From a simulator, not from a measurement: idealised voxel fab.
The following is a process module called voxel self aligned contacts.
The cross-section shown here is cut; it is 250 nm wide and divided into square cells measuring 5 nm on a side.
In this document a cross-section is written as a grid of square cells. It is given as a series of bands, listed from the top down, and a band is one or more rows of cells.
It is stipulated that each band's entry specify, in nanometres, the height of the top of the band and then that of its bottom, followed by the materials of the band in left-to-right sequence, each together with its width in nanometres. A single material marked by the word "everywhere" is understood to fill the band from edge to edge; the word "empty" is understood to denote empty space.
Heights are expressed relative to 0, this being the level below which the as-received wafer comprises one material exclusively. The lowest band is unbounded in the downward direction and is denoted as in "0 and below".
You'd read "30..40" like this: the band's top row of cells is as wide as the first number, its bottom row is as wide as the second, and going down, every row changes width by the same amount as the row before did.
The designation "remained unchanged", where it is given for a processing step, indicates that no cell of the cross-section was altered in the course of that step.
"Closed voids list" specifies each empty space that is not open to the top and that occupies no fewer than 8 cells, using the form width x height at distance, the distance measured from the left edge and all three quantities in nm.
It should be noted that, on the line of a given step, the content following the step's settings is a remark produced by the simulator itself with respect to that step.
A step line may carry the setting "overlay nm", which, for steps involving a mask, states the distance by which the mask lay to the right of its intended position; negative values denote displacement to the left.

# Process steps - plan
1,RECEIVE [material Si]
2,OXIDIZE [depth nm 5]
3,DIRECTIONAL_DEP [material polySi] [thk nm 20]
4,DIRECTIONAL_DEP [material SiN] [thk nm 20]
5,MASKED_ETCH [tone cover] [mask id GATE] [width nm 35] [pitch nm 60] [etch materials SiN] [depth nm 20] [overlay nm 0]
6,MASKED_ETCH [tone cover] [mask id GATE] [width nm 35] [pitch nm 60] [etch materials polySi] [depth nm 20] [overlay nm 0]
7,CONFORMAL_DEP [material SiN] [thk nm 5]
8,DIRECTIONAL_ETCH [etch materials SiN] [depth nm 5]
9,FILL_DEP [material SiO2] [thk nm 20]
10,CMP [height nm 50]
11,PATTERN [tone open] [mask id CONTACT] [material resist] [width nm 35] [thk nm 15] [overlay nm 0]
12,DIRECTIONAL_ETCH [etch materials SiO2] [depth nm 55]
13,STRIP [etch materials resist]
14,CONFORMAL_DEP [material TiN] [thk nm 5]
15,FILL_DEP [material Ru] [thk nm 5]
16,CMP [height nm 50]
17,CONFORMAL_DEP [material SiN] [thk nm 5]
It is noted that the wafers described herein are identical at the outset and are distinguished by the width nm of step 11; the value stated in the plan corresponds to the first wafer.

# first wafer as received, after step 1
* 0 and below  Si everywhere
* Closed voids list: none

# Here is how to read the rows: every wafer has a row, and it shows the wafer at the end of the module, giving for each material how many cells were gained (+) or lost (-) since the wafer was received, then listing its closed voids
width nm 35, +14 Ru, -50 Si, +138 SiN, +365 SiO2, +27 TiN, +56 polySi, Closed voids list: none
width nm 40, +15 Ru, -50 Si, +138 SiN, +363 SiO2, +28 TiN, +56 polySi, Closed voids list: none
width nm 45, +16 Ru, -50 Si, +138 SiN, +361 SiO2, +29 TiN, +56 polySi, Closed voids list: none
width nm 50, +17 Ru, -50 Si, +138 SiN, +359 SiO2, +30 TiN, +56 polySi, Closed voids list: none
width nm 55, +18 Ru, -50 Si, +138 SiN, +357 SiO2, +31 TiN, +56 polySi, Closed voids list: none
width nm 60, +19 Ru, -50 Si, +138 SiN, +355 SiO2, +32 TiN, +56 polySi, Closed voids list: none
